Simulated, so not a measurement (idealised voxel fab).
Process module under the name voxel transistor to metal
Pictured: cross-section cut, 285 nm wide, on a grid of 5 nm square cells.
Think of the cross-section as a grid of square cells. We describe it in bands, top to bottom, and each band covers one or more rows of those cells.
Per band: top height and bottom height in nm, followed by the left-to-right materials and their widths in nm; "edge to edge" marks a single material spanning edge to edge, "empty" marks empty space.
Zero point of the height axis is 0; under it, received wafer = one material. Lowest band: continues down indefinitely, "0 and below".
The width entry "30 to 40" should be interpreted row by row: the top row of cells in the band takes the first number, the bottom row takes the second number, and the change between adjacent rows is uniform throughout.
Where a step carries "no modification", the cross-section came out of it unchanged, cell for cell.
"Cavities, closed" lists enclosed empty spaces (at least 8 cells, no open path upward to the top), each as width x height at distance from the left edge, in nm.
Where a step's line continues beyond its settings, the continuation is a remark by the simulator itself on that step.
overlay nm: how far to the right of its planned place the mask lay on this masked step (negative: to the left).

Process steps - plan
1,RECEIVE,material Si
2,CONFORMAL_DEP,material SiO2,thk nm 5
3,CONFORMAL_DEP,material SiN,thk nm 10
4,DIRECTIONAL_DEP,material aC,thk nm 10
5,PATTERN,tone cover,mask id ACTIVE,material resist,width nm 100,pitch nm 130,thk nm 25,overlay nm 0
6,DIRECTIONAL_ETCH,etch materials aC,depth nm 10
7,STRIP,etch materials resist
8,DIRECTIONAL_ETCH,etch materials SiN,depth nm 10
9,DIRECTIONAL_ETCH,etch materials SiO2,depth nm 5
10,DIRECTIONAL_ETCH,etch materials Si,depth nm 35
11,STRIP,etch materials aC
12,FILL_DEP,material SiO2,thk nm 15
13,CMP,height nm 15
14,SELECTIVE_ETCH,etch materials SiO2,depth nm 10
15,STRIP,etch materials SiN
16,SELECTIVE_ETCH,etch materials SiO2,depth nm 5
17,OXIDIZE,depth nm 5
18,DIRECTIONAL_DEP,material polySi,thk nm 20
19,DIRECTIONAL_DEP,material SiCN,thk nm 15
20,DIRECTIONAL_DEP,material aC,thk nm 10
21,PATTERN,tone cover,mask id GATE,material resist,width nm 20,pitch nm 130,thk nm 25,overlay nm 0
22,DIRECTIONAL_ETCH,etch materials aC,depth nm 10
23,STRIP,etch materials resist
24,DIRECTIONAL_ETCH,etch materials SiCN,depth nm 25
25,DIRECTIONAL_ETCH,etch materials polySi,depth nm 30
26,STRIP,etch materials aC
27,CONFORMAL_DEP,material SiO2,thk nm 5
28,DIRECTIONAL_ETCH,etch materials SiO2,depth nm 5
29,CONFORMAL_DEP,material SiN,thk nm 10
30,DIRECTIONAL_ETCH,etch materials SiN,depth nm 10
31,DIRECTIONAL_ETCH,etch materials SiO2,depth nm 5
32,DIRECTIONAL_ETCH,etch materials Si,depth nm 15
33,EPI,material nSi,thk nm 20
34,FILL_DEP,material SiO2,thk nm 10
35,CMP,height nm 35
36,DIRECTIONAL_DEP,material SiO2,thk nm 15
37,PATTERN,tone open,mask id CONTACT,material resist,width nm 15,thk nm 20,overlay nm 0
38,DIRECTIONAL_ETCH,etch materials SiO2,depth nm 35
39,STRIP,etch materials resist
40,CONFORMAL_DEP,material TiN,thk nm 5
41,FILL_DEP,material Ru,thk nm 5
42,CMP,height nm 50
43,DIRECTIONAL_DEP,material TiN,thk nm 5
44,DIRECTIONAL_DEP,material Ru,thk nm 25
45,MASKED_ETCH,tone cover,mask id METAL_1,width nm 15,etch materials Ru,depth nm 25,overlay nm 0
46,MASKED_ETCH,tone cover,mask id METAL_1,width nm 15,etch materials TiN,depth nm 5,overlay nm 0
47,CONFORMAL_DEP,material SiN,thk nm 5
48,FILL_DEP,material lowk,thk nm 10
49,CMP,height nm 80
50,CONFORMAL_DEP,material SiCN,thk nm 5

Below: the first of two wafers, run as planned

Cross-section of the wafer upon arrival, representing the state reached after step 1
> 0 and below | Si edge to edge
> Cavities, closed: none

Cross-section: wafer state after step 2
> 5 down to 0 | SiO2 edge to edge
> No changes below 0.

Cross-section: wafer state after step 3
> 15 down to 5 | SiN edge to edge
> No changes below 5.

Cross-section: wafer state after step 4
> 25 down to 15 | aC edge to edge
> No changes below 15.

Cross-section: wafer state after step 5
> 50 down to 25 | empty: 25, resist: 100, empty: 30, resist: 100, empty: 30
> No changes below 25.

Cross-section: wafer state after step 6
> 40 down to 25 | empty: 25, resist: 100, empty: 30, resist: 100, empty: 30
> 25 down to 15 | empty: 25, aC: 100, empty: 30, aC: 100, empty: 30
> No changes below 15.

Cross-section: wafer state after step 7
> 25 down to 15 | empty: 25, aC: 100, empty: 30, aC: 100, empty: 30
> No changes below 15.

Cross-section: wafer state after step 8
> 25 down to 15 | empty: 25, aC: 100, empty: 30, aC: 100, empty: 30
> 15 down to 5 | empty: 25, SiN: 100, empty: 30, SiN: 100, empty: 30
> No changes below 5.

Cross-section: wafer state after step 9
> 25 down to 15 | empty: 25, aC: 100, empty: 30, aC: 100, empty: 30
> 15 down to 5 | empty: 25, SiN: 100, empty: 30, SiN: 100, empty: 30
> 5 down to 0 | empty: 25, SiO2: 100, empty: 30, SiO2: 100, empty: 30
> No changes below 0.

Cross-section: wafer state after step 10
> 25 down to 15 | empty: 25, aC: 100, empty: 30, aC: 100, empty: 30
> 15 down to 5 | empty: 25, SiN: 100, empty: 30, SiN: 100, empty: 30
> 5 down to 0 | empty: 25, SiO2: 100, empty: 30, SiO2: 100, empty: 30
> 0 down to -35 | empty: 25, Si: 100, empty: 30, Si: 100, empty: 30
> No changes below -35.

Cross-section: wafer state after step 11
> 15 down to 5 | empty: 25, SiN: 100, empty: 30, SiN: 100, empty: 30
> No changes below 5.

Cross-section: wafer state after step 12
> 30 down to 15 | SiO2 edge to edge
> 15 down to 5 | SiO2: 25, SiN: 100, SiO2: 30, SiN: 100, SiO2: 30
> 5 down to 0 | SiO2 edge to edge
> 0 down to -35 | SiO2: 25, Si: 100, SiO2: 30, Si: 100, SiO2: 30
> No changes below -35.

Cross-section: wafer state after step 13
> 15 down to 5 | SiO2: 25, SiN: 100, SiO2: 30, SiN: 100, SiO2: 30
> No changes below 5.

Cross-section: wafer state after step 14
> 15 down to 5 | empty: 25, SiN: 100, empty: 30, SiN: 100, empty: 30
> No changes below 5.

Cross-section: wafer state after step 15
> 5 down to 0 | SiO2 edge to edge
> No changes below 0.

Cross-section: wafer state after step 16
> 0 down to -35 | SiO2: 25, Si: 100, SiO2: 30, Si: 100, SiO2: 30
> No changes below -35.

Cross-section: wafer state after step 17
> 0 down to -5 | SiO2 edge to edge
> No changes below -5.

Cross-section: wafer state after step 18
> 20 down to 0 | polySi edge to edge
> No changes below 0.

Cross-section: wafer state after step 19
> 35 down to 20 | SiCN edge to edge
> No changes below 20.

Cross-section: wafer state after step 20
> 45 down to 35 | aC edge to edge
> No changes below 35.

Cross-section: wafer state after step 21
> 70 down to 45 | empty: 65, resist: 20, empty: 110, resist: 20, empty: 70
> No changes below 45.

Cross-section: wafer state after step 22
> 60 down to 45 | empty: 65, resist: 20, empty: 110, resist: 20, empty: 70
> 45 down to 35 | empty: 65, aC: 20, empty: 110, aC: 20, empty: 70
> No changes below 35.

Cross-section: wafer state after step 23
> 45 down to 35 | empty: 65, aC: 20, empty: 110, aC: 20, empty: 70
> No changes below 35.

Cross-section: wafer state after step 24
> 45 down to 35 | empty: 65, aC: 20, empty: 110, aC: 20, empty: 70
> 35 down to 20 | empty: 65, SiCN: 20, empty: 110, SiCN: 20, empty: 70
> No changes below 20.

Cross-section: wafer state after step 25
> 45 down to 35 | empty: 65, aC: 20, empty: 110, aC: 20, empty: 70
> 35 down to 20 | empty: 65, SiCN: 20, empty: 110, SiCN: 20, empty: 70
> 20 down to 0 | empty: 65, polySi: 20, empty: 110, polySi: 20, empty: 70
> No changes below 0.

Cross-section: wafer state after step 26
> 35 down to 20 | empty: 65, SiCN: 20, empty: 110, SiCN: 20, empty: 70
> No changes below 20.

Cross-section: wafer state after step 27
> 40 down to 35 | empty: 60, SiO2: 30, empty: 100, SiO2: 30, empty: 65
> 35 down to 20 | empty: 60, SiO2: 5, SiCN: 20, SiO2: 5, empty: 100, SiO2: 5, SiCN: 20, SiO2: 5, empty: 65
> 20 down to 5 | empty: 60, SiO2: 5, polySi: 20, SiO2: 5, empty: 100, SiO2: 5, polySi: 20, SiO2: 5, empty: 65
> 5 down to 0 | SiO2: 65, polySi: 20, SiO2: 110, polySi: 20, SiO2: 70
> No changes below 0.

Cross-section: wafer state after step 28
> 35 down to 20 | empty: 60, SiO2: 5, SiCN: 20, SiO2: 5, empty: 100, SiO2: 5, SiCN: 20, SiO2: 5, empty: 65
> 20 down to 0 | empty: 60, SiO2: 5, polySi: 20, SiO2: 5, empty: 100, SiO2: 5, polySi: 20, SiO2: 5, empty: 65
> No changes below 0.

Cross-section: wafer state after step 29
> 45 down to 35 | empty: 50, SiN: 50, empty: 80, SiN: 50, empty: 55
> 35 down to 20 | empty: 50, SiN: 10, SiO2: 5, SiCN: 20, SiO2: 5, SiN: 10, empty: 80, SiN: 10, SiO2: 5, SiCN: 20, SiO2: 5, SiN: 10, empty: 55
> 20 down to 10 | empty: 50, SiN: 10, SiO2: 5, polySi: 20, SiO2: 5, SiN: 10, empty: 80, SiN: 10, SiO2: 5, polySi: 20, SiO2: 5, SiN: 10, empty: 55
> 10 down to 0 | SiN: 60, SiO2: 5, polySi: 20, SiO2: 5, SiN: 100, SiO2: 5, polySi: 20, SiO2: 5, SiN: 65
> No changes below 0.

Cross-section: wafer state after step 30
> 35 down to 20 | empty: 50, SiN: 10, SiO2: 5, SiCN: 20, SiO2: 5, SiN: 10, empty: 80, SiN: 10, SiO2: 5, SiCN: 20, SiO2: 5, SiN: 10, empty: 55
> 20 down to 0 | empty: 50, SiN: 10, SiO2: 5, polySi: 20, SiO2: 5, SiN: 10, empty: 80, SiN: 10, SiO2: 5, polySi: 20, SiO2: 5, SiN: 10, empty: 55
> No changes below 0.

Cross-section: wafer state after step 31
> 35 down to 30 | empty: 50, SiN: 10, empty: 5, SiCN: 20, empty: 5, SiN: 10, empty: 80, SiN: 10, empty: 5, SiCN: 20, empty: 5, SiN: 10, empty: 55
> 30 down to 20 | empty: 50, SiN: 10, SiO2: 5, SiCN: 20, SiO2: 5, SiN: 10, empty: 80, SiN: 10, SiO2: 5, SiCN: 20, SiO2: 5, SiN: 10, empty: 55
> 20 down to 0 | empty: 50, SiN: 10, SiO2: 5, polySi: 20, SiO2: 5, SiN: 10, empty: 80, SiN: 10, SiO2: 5, polySi: 20, SiO2: 5, SiN: 10, empty: 55
> 0 down to -5 | empty: 50, SiO2: 50, empty: 80, SiO2: 50, empty: 55
> No changes below -5.

Cross-section: wafer state after step 32
> 35 down to 30 | empty: 50, SiN: 10, empty: 5, SiCN: 20, empty: 5, SiN: 10, empty: 80, SiN: 10, empty: 5, SiCN: 20, empty: 5, SiN: 10, empty: 55
> 30 down to 20 | empty: 50, SiN: 10, SiO2: 5, SiCN: 20, SiO2: 5, SiN: 10, empty: 80, SiN: 10, SiO2: 5, SiCN: 20, SiO2: 5, SiN: 10, empty: 55
> 20 down to 0 | empty: 50, SiN: 10, SiO2: 5, polySi: 20, SiO2: 5, SiN: 10, empty: 80, SiN: 10, SiO2: 5, polySi: 20, SiO2: 5, SiN: 10, empty: 55
> 0 down to -5 | empty: 50, SiO2: 50, empty: 80, SiO2: 50, empty: 55
> -5 down to -20 | SiO2: 25, empty: 25, Si: 50, empty: 25, SiO2: 30, empty: 25, Si: 50, empty: 25, SiO2: 30
> No changes below -20.

Cross-section: wafer state after step 33
> 35 down to 30 | empty: 50, SiN: 10, empty: 5, SiCN: 20, empty: 5, SiN: 10, empty: 80, SiN: 10, empty: 5, SiCN: 20, empty: 5, SiN: 10, empty: 55
> 30 down to 20 | empty: 50, SiN: 10, SiO2: 5, SiCN: 20, SiO2: 5, SiN: 10, empty: 80, SiN: 10, SiO2: 5, SiCN: 20, SiO2: 5, SiN: 10, empty: 55
> 20 down to 15 | empty: 50, SiN: 10, SiO2: 5, polySi: 20, SiO2: 5, SiN: 10, empty: 80, SiN: 10, SiO2: 5, polySi: 20, SiO2: 5, SiN: 10, empty: 55
> 15 down to 0 | empty: 30, nSi: 20, SiN: 10, SiO2: 5, polySi: 20, SiO2: 5, SiN: 10, nSi: 20, empty: 40, nSi: 20, SiN: 10, SiO2: 5, polySi: 20, SiO2: 5, SiN: 10, nSi: 20, empty: 35
> 0 down to -5 | empty: 20, nSi: 30, SiO2: 50, nSi: 30, empty: 20, nSi: 30, SiO2: 50, nSi: 30, empty: 25
> -5 down to -20 | SiO2: 25, nSi: 25, Si: 50, nSi: 25, SiO2: 30, nSi: 25, Si: 50, nSi: 25, SiO2: 30
> No changes below -20.

Cross-section: wafer state after step 34
> 45 down to 35 | SiO2 edge to edge
> 35 down to 20 | SiO2: 50, SiN: 10, SiO2: 5, SiCN: 20, SiO2: 5, SiN: 10, SiO2: 80, SiN: 10, SiO2: 5, SiCN: 20, SiO2: 5, SiN: 10, SiO2: 55
> 20 down to 15 | SiO2: 50, SiN: 10, SiO2: 5, polySi: 20, SiO2: 5, SiN: 10, SiO2: 80, SiN: 10, SiO2: 5, polySi: 20, SiO2: 5, SiN: 10, SiO2: 55
> 15 down to 0 | SiO2: 30, nSi: 20, SiN: 10, SiO2: 5, polySi: 20, SiO2: 5, SiN: 10, nSi: 20, SiO2: 40, nSi: 20, SiN: 10, SiO2: 5, polySi: 20, SiO2: 5, SiN: 10, nSi: 20, SiO2: 35
> 0 down to -5 | SiO2: 20, nSi: 30, SiO2: 50, nSi: 30, SiO2: 20, nSi: 30, SiO2: 50, nSi: 30, SiO2: 25
> No changes below -5.

Cross-section: wafer state after step 35
> 35 down to 20 | SiO2: 50, SiN: 10, SiO2: 5, SiCN: 20, SiO2: 5, SiN: 10, SiO2: 80, SiN: 10, SiO2: 5, SiCN: 20, SiO2: 5, SiN: 10, SiO2: 55
> No changes below 20.

Cross-section: wafer state after step 36
> 50 down to 35 | SiO2 edge to edge
> No changes below 35.

Cross-section: wafer state after step 37
> 70 down to 50 | resist: 30, empty: 15, resist: 60, empty: 15, resist: 40, empty: 15, resist: 60, empty: 15, resist: 35
> No changes below 50.

Cross-section: wafer state after step 38
> 70 down to 50 | resist: 30, empty: 15, resist: 60, empty: 15, resist: 40, empty: 15, resist: 60, empty: 15, resist: 35
> 50 down to 35 | SiO2: 30, empty: 15, SiO2: 60, empty: 15, SiO2: 40, empty: 15, SiO2: 60, empty: 15, SiO2: 35
> 35 down to 20 | SiO2: 30, empty: 15, SiO2: 5, SiN: 10, SiO2: 5, SiCN: 20, SiO2: 5, SiN: 10, SiO2: 5, empty: 15, SiO2: 40, empty: 15, SiO2: 5, SiN: 10, SiO2: 5, SiCN: 20, SiO2: 5, SiN: 10, SiO2: 5, empty: 15, SiO2: 35
> 20 down to 15 | SiO2: 30, empty: 15, SiO2: 5, SiN: 10, SiO2: 5, polySi: 20, SiO2: 5, SiN: 10, SiO2: 5, empty: 15, SiO2: 40, empty: 15, SiO2: 5, SiN: 10, SiO2: 5, polySi: 20, SiO2: 5, SiN: 10, SiO2: 5, empty: 15, SiO2: 35
> No changes below 15.

Cross-section: wafer state after step 39
> 50 down to 35 | SiO2: 30, empty: 15, SiO2: 60, empty: 15, SiO2: 40, empty: 15, SiO2: 60, empty: 15, SiO2: 35
> No changes below 35.

Cross-section: wafer state after step 40
> 55 down to 50 | TiN: 35, empty: 5, TiN: 70, empty: 5, TiN: 50, empty: 5, TiN: 70, empty: 5, TiN: 40
> 50 down to 35 | SiO2: 30, TiN: 5, empty: 5, TiN: 5, SiO2: 60, TiN: 5, empty: 5, TiN: 5, SiO2: 40, TiN: 5, empty: 5, TiN: 5, SiO2: 60, TiN: 5, empty: 5, TiN: 5, SiO2: 35
> 35 down to 20 | SiO2: 30, TiN: 5, empty: 5, TiN: 5, SiO2: 5, SiN: 10, SiO2: 5, SiCN: 20, SiO2: 5, SiN: 10, SiO2: 5, TiN: 5, empty: 5, TiN: 5, SiO2: 40, TiN: 5, empty: 5, TiN: 5, SiO2: 5, SiN: 10, SiO2: 5, SiCN: 20, SiO2: 5, SiN: 10, SiO2: 5, TiN: 5, empty: 5, TiN: 5, SiO2: 35
> 20 down to 15 | SiO2: 30, TiN: 15, SiO2: 5, SiN: 10, SiO2: 5, polySi: 20, SiO2: 5, SiN: 10, SiO2: 5, TiN: 15, SiO2: 40, TiN: 15, SiO2: 5, SiN: 10, SiO2: 5, polySi: 20, SiO2: 5, SiN: 10, SiO2: 5, TiN: 15, SiO2: 35
> No changes below 15.

Cross-section: wafer state after step 41
> 60 down to 55 | Ru edge to edge
> 55 down to 50 | TiN: 35, Ru: 5, TiN: 70, Ru: 5, TiN: 50, Ru: 5, TiN: 70, Ru: 5, TiN: 40
> 50 down to 35 | SiO2: 30, TiN: 5, Ru: 5, TiN: 5, SiO2: 60, TiN: 5, Ru: 5, TiN: 5, SiO2: 40, TiN: 5, Ru: 5, TiN: 5, SiO2: 60, TiN: 5, Ru: 5, TiN: 5, SiO2: 35
> 35 down to 20 | SiO2: 30, TiN: 5, Ru: 5, TiN: 5, SiO2: 5, SiN: 10, SiO2: 5, SiCN: 20, SiO2: 5, SiN: 10, SiO2: 5, TiN: 5, Ru: 5, TiN: 5, SiO2: 40, TiN: 5, Ru: 5, TiN: 5, SiO2: 5, SiN: 10, SiO2: 5, SiCN: 20, SiO2: 5, SiN: 10, SiO2: 5, TiN: 5, Ru: 5, TiN: 5, SiO2: 35
> No changes below 20.

Cross-section: wafer state after step 42
> 50 down to 35 | SiO2: 30, TiN: 5, Ru: 5, TiN: 5, SiO2: 60, TiN: 5, Ru: 5, TiN: 5, SiO2: 40, TiN: 5, Ru: 5, TiN: 5, SiO2: 60, TiN: 5, Ru: 5, TiN: 5, SiO2: 35
> No changes below 35.

Cross-section: wafer state after step 43
> 55 down to 50 | TiN edge to edge
> No changes below 50.

Cross-section: wafer state after step 44
> 80 down to 55 | Ru edge to edge
> No changes below 55.

Cross-section: wafer state after step 45
> 80 down to 55 | empty: 30, Ru: 15, empty: 60, Ru: 15, empty: 40, Ru: 15, empty: 60, Ru: 15, empty: 35
> No changes below 55.

Cross-section: wafer state after step 46
> 80 down to 55 | empty: 30, Ru: 15, empty: 60, Ru: 15, empty: 40, Ru: 15, empty: 60, Ru: 15, empty: 35
> 55 down to 50 | empty: 30, TiN: 15, empty: 60, TiN: 15, empty: 40, TiN: 15, empty: 60, TiN: 15, empty: 35
> No changes below 50.

Cross-section: wafer state after step 47
> 85 down to 80 | empty: 25, SiN: 25, empty: 50, SiN: 25, empty: 30, SiN: 25, empty: 50, SiN: 25, empty: 30
> 80 down to 55 | empty: 25, SiN: 5, Ru: 15, SiN: 5, empty: 50, SiN: 5, Ru: 15, SiN: 5, empty: 30, SiN: 5, Ru: 15, SiN: 5, empty: 50, SiN: 5, Ru: 15, SiN: 5, empty: 30
> 55 down to 50 | SiN: 30, TiN: 15, SiN: 60, TiN: 15, SiN: 40, TiN: 15, SiN: 60, TiN: 15, SiN: 35
> No changes below 50.

Cross-section: wafer state after step 48
> 95 down to 85 | lowk edge to edge
> 85 down to 80 | lowk: 25, SiN: 25, lowk: 50, SiN: 25, lowk: 30, SiN: 25, lowk: 50, SiN: 25, lowk: 30
> 80 down to 55 | lowk: 25, SiN: 5, Ru: 15, SiN: 5, lowk: 50, SiN: 5, Ru: 15, SiN: 5, lowk: 30, SiN: 5, Ru: 15, SiN: 5, lowk: 50, SiN: 5, Ru: 15, SiN: 5, lowk: 30
> No changes below 55.

Cross-section: wafer state after step 49
> 80 down to 55 | lowk: 25, SiN: 5, Ru: 15, SiN: 5, lowk: 50, SiN: 5, Ru: 15, SiN: 5, lowk: 30, SiN: 5, Ru: 15, SiN: 5, lowk: 50, SiN: 5, Ru: 15, SiN: 5, lowk: 30
> No changes below 55.

Cross-section: wafer state after step 50
> 85 down to 80 | SiCN edge to edge
> No changes below 80.

Wafer two. Same start, same plan, one slip in execution. Same as wafer one through step 30, inclusive

Second wafer, cross-section, planned end of step 31
> 35 down to 30 | empty: 60, SiO2: 5, SiCN: 20, SiO2: 5, empty: 100, SiO2: 5, SiCN: 20, SiO2: 5, empty: 65
> No changes below 30.

Second wafer, cross-section, planned end of step 32: no modification

Second wafer, cross-section, planned end of step 33: no modification

Second wafer, cross-section, planned end of step 34
> 45 down to 35 | SiO2 edge to edge
> 35 down to 30 | SiO2: 65, SiCN: 20, SiO2: 110, SiCN: 20, SiO2: 70
> 30 down to 20 | SiO2: 50, SiN: 10, SiO2: 5, SiCN: 20, SiO2: 5, SiN: 10, SiO2: 80, SiN: 10, SiO2: 5, SiCN: 20, SiO2: 5, SiN: 10, SiO2: 55
> 20 down to 0 | SiO2: 50, SiN: 10, SiO2: 5, polySi: 20, SiO2: 5, SiN: 10, SiO2: 80, SiN: 10, SiO2: 5, polySi: 20, SiO2: 5, SiN: 10, SiO2: 55
> No changes below 0.

Second wafer, cross-section, planned end of step 35
> 35 down to 30 | SiO2: 65, SiCN: 20, SiO2: 110, SiCN: 20, SiO2: 70
> No changes below 30.

Second wafer, cross-section, planned end of step 36
> 50 down to 35 | SiO2 edge to edge
> No changes below 35.

Second wafer, cross-section, planned end of step 37
> 70 down to 50 | resist: 30, empty: 15, resist: 60, empty: 15, resist: 40, empty: 15, resist: 60, empty: 15, resist: 35
> No changes below 50.

Second wafer, cross-section, planned end of step 38
> 70 down to 50 | resist: 30, empty: 15, resist: 60, empty: 15, resist: 40, empty: 15, resist: 60, empty: 15, resist: 35
> 50 down to 35 | SiO2: 30, empty: 15, SiO2: 60, empty: 15, SiO2: 40, empty: 15, SiO2: 60, empty: 15, SiO2: 35
> 35 down to 30 | SiO2: 30, empty: 15, SiO2: 20, SiCN: 20, SiO2: 20, empty: 15, SiO2: 40, empty: 15, SiO2: 20, SiCN: 20, SiO2: 20, empty: 15, SiO2: 35
> 30 down to 20 | SiO2: 30, empty: 15, SiO2: 5, SiN: 10, SiO2: 5, SiCN: 20, SiO2: 5, SiN: 10, SiO2: 5, empty: 15, SiO2: 40, empty: 15, SiO2: 5, SiN: 10, SiO2: 5, SiCN: 20, SiO2: 5, SiN: 10, SiO2: 5, empty: 15, SiO2: 35
> 20 down to 15 | SiO2: 30, empty: 15, SiO2: 5, SiN: 10, SiO2: 5, polySi: 20, SiO2: 5, SiN: 10, SiO2: 5, empty: 15, SiO2: 40, empty: 15, SiO2: 5, SiN: 10, SiO2: 5, polySi: 20, SiO2: 5, SiN: 10, SiO2: 5, empty: 15, SiO2: 35
> No changes below 15.

Second wafer, cross-section, planned end of step 39
> 50 down to 35 | SiO2: 30, empty: 15, SiO2: 60, empty: 15, SiO2: 40, empty: 15, SiO2: 60, empty: 15, SiO2: 35
> No changes below 35.

Second wafer, cross-section, planned end of step 40
> 55 down to 50 | TiN: 35, empty: 5, TiN: 70, empty: 5, TiN: 50, empty: 5, TiN: 70, empty: 5, TiN: 40
> 50 down to 35 | SiO2: 30, TiN: 5, empty: 5, TiN: 5, SiO2: 60, TiN: 5, empty: 5, TiN: 5, SiO2: 40, TiN: 5, empty: 5, TiN: 5, SiO2: 60, TiN: 5, empty: 5, TiN: 5, SiO2: 35
> 35 down to 30 | SiO2: 30, TiN: 5, empty: 5, TiN: 5, SiO2: 20, SiCN: 20, SiO2: 20, TiN: 5, empty: 5, TiN: 5, SiO2: 40, TiN: 5, empty: 5, TiN: 5, SiO2: 20, SiCN: 20, SiO2: 20, TiN: 5, empty: 5, TiN: 5, SiO2: 35
> 30 down to 20 | SiO2: 30, TiN: 5, empty: 5, TiN: 5, SiO2: 5, SiN: 10, SiO2: 5, SiCN: 20, SiO2: 5, SiN: 10, SiO2: 5, TiN: 5, empty: 5, TiN: 5, SiO2: 40, TiN: 5, empty: 5, TiN: 5, SiO2: 5, SiN: 10, SiO2: 5, SiCN: 20, SiO2: 5, SiN: 10, SiO2: 5, TiN: 5, empty: 5, TiN: 5, SiO2: 35
> 20 down to 15 | SiO2: 30, TiN: 15, SiO2: 5, SiN: 10, SiO2: 5, polySi: 20, SiO2: 5, SiN: 10, SiO2: 5, TiN: 15, SiO2: 40, TiN: 15, SiO2: 5, SiN: 10, SiO2: 5, polySi: 20, SiO2: 5, SiN: 10, SiO2: 5, TiN: 15, SiO2: 35
> No changes below 15.

Second wafer, cross-section, planned end of step 41
> 60 down to 55 | Ru edge to edge
> 55 down to 50 | TiN: 35, Ru: 5, TiN: 70, Ru: 5, TiN: 50, Ru: 5, TiN: 70, Ru: 5, TiN: 40
> 50 down to 35 | SiO2: 30, TiN: 5, Ru: 5, TiN: 5, SiO2: 60, TiN: 5, Ru: 5, TiN: 5, SiO2: 40, TiN: 5, Ru: 5, TiN: 5, SiO2: 60, TiN: 5, Ru: 5, TiN: 5, SiO2: 35
> 35 down to 30 | SiO2: 30, TiN: 5, Ru: 5, TiN: 5, SiO2: 20, SiCN: 20, SiO2: 20, TiN: 5, Ru: 5, TiN: 5, SiO2: 40, TiN: 5, Ru: 5, TiN: 5, SiO2: 20, SiCN: 20, SiO2: 20, TiN: 5, Ru: 5, TiN: 5, SiO2: 35
> 30 down to 20 | SiO2: 30, TiN: 5, Ru: 5, TiN: 5, SiO2: 5, SiN: 10, SiO2: 5, SiCN: 20, SiO2: 5, SiN: 10, SiO2: 5, TiN: 5, Ru: 5, TiN: 5, SiO2: 40, TiN: 5, Ru: 5, TiN: 5, SiO2: 5, SiN: 10, SiO2: 5, SiCN: 20, SiO2: 5, SiN: 10, SiO2: 5, TiN: 5, Ru: 5, TiN: 5, SiO2: 35
> No changes below 20.

Second wafer, cross-section, planned end of step 42
> 50 down to 35 | SiO2: 30, TiN: 5, Ru: 5, TiN: 5, SiO2: 60, TiN: 5, Ru: 5, TiN: 5, SiO2: 40, TiN: 5, Ru: 5, TiN: 5, SiO2: 60, TiN: 5, Ru: 5, TiN: 5, SiO2: 35
> No changes below 35.

Second wafer, cross-section, planned end of step 43
> 55 down to 50 | TiN edge to edge
> No changes below 50.

Second wafer, cross-section, planned end of step 44
> 80 down to 55 | Ru edge to edge
> No changes below 55.

Second wafer, cross-section, planned end of step 45
> 80 down to 55 | empty: 30, Ru: 15, empty: 60, Ru: 15, empty: 40, Ru: 15, empty: 60, Ru: 15, empty: 35
> No changes below 55.

Second wafer, cross-section, planned end of step 46
> 80 down to 55 | empty: 30, Ru: 15, empty: 60, Ru: 15, empty: 40, Ru: 15, empty: 60, Ru: 15, empty: 35
> 55 down to 50 | empty: 30, TiN: 15, empty: 60, TiN: 15, empty: 40, TiN: 15, empty: 60, TiN: 15, empty: 35
> No changes below 50.

Second wafer, cross-section, planned end of step 47
> 85 down to 80 | empty: 25, SiN: 25, empty: 50, SiN: 25, empty: 30, SiN: 25, empty: 50, SiN: 25, empty: 30
> 80 down to 55 | empty: 25, SiN: 5, Ru: 15, SiN: 5, empty: 50, SiN: 5, Ru: 15, SiN: 5, empty: 30, SiN: 5, Ru: 15, SiN: 5, empty: 50, SiN: 5, Ru: 15, SiN: 5, empty: 30
> 55 down to 50 | SiN: 30, TiN: 15, SiN: 60, TiN: 15, SiN: 40, TiN: 15, SiN: 60, TiN: 15, SiN: 35
> No changes below 50.

Second wafer, cross-section, planned end of step 48
> 95 down to 85 | lowk edge to edge
> 85 down to 80 | lowk: 25, SiN: 25, lowk: 50, SiN: 25, lowk: 30, SiN: 25, lowk: 50, SiN: 25, lowk: 30
> 80 down to 55 | lowk: 25, SiN: 5, Ru: 15, SiN: 5, lowk: 50, SiN: 5, Ru: 15, SiN: 5, lowk: 30, SiN: 5, Ru: 15, SiN: 5, lowk: 50, SiN: 5, Ru: 15, SiN: 5, lowk: 30
> No changes below 55.

Second wafer, cross-section, planned end of step 49
> 80 down to 55 | lowk: 25, SiN: 5, Ru: 15, SiN: 5, lowk: 50, SiN: 5, Ru: 15, SiN: 5, lowk: 30, SiN: 5, Ru: 15, SiN: 5, lowk: 50, SiN: 5, Ru: 15, SiN: 5, lowk: 30
> No changes below 55.

Second wafer, cross-section, planned end of step 50
> 85 down to 80 | SiCN edge to edge
> No changes below 80.
It is concluded that the wafer was processed incorrectly with respect to the plan, in that step 31 was run on a setting that differed from the plan, and what really ran there is DIRECTIONAL_ETCH,etch materials SiN,depth nm 5
Wafer comparison, final, in cells, second relative to first, materials more or fewer: 60 more of Si, 8 fewer of SiN, 80 more of SiO2, 132 fewer of nSi
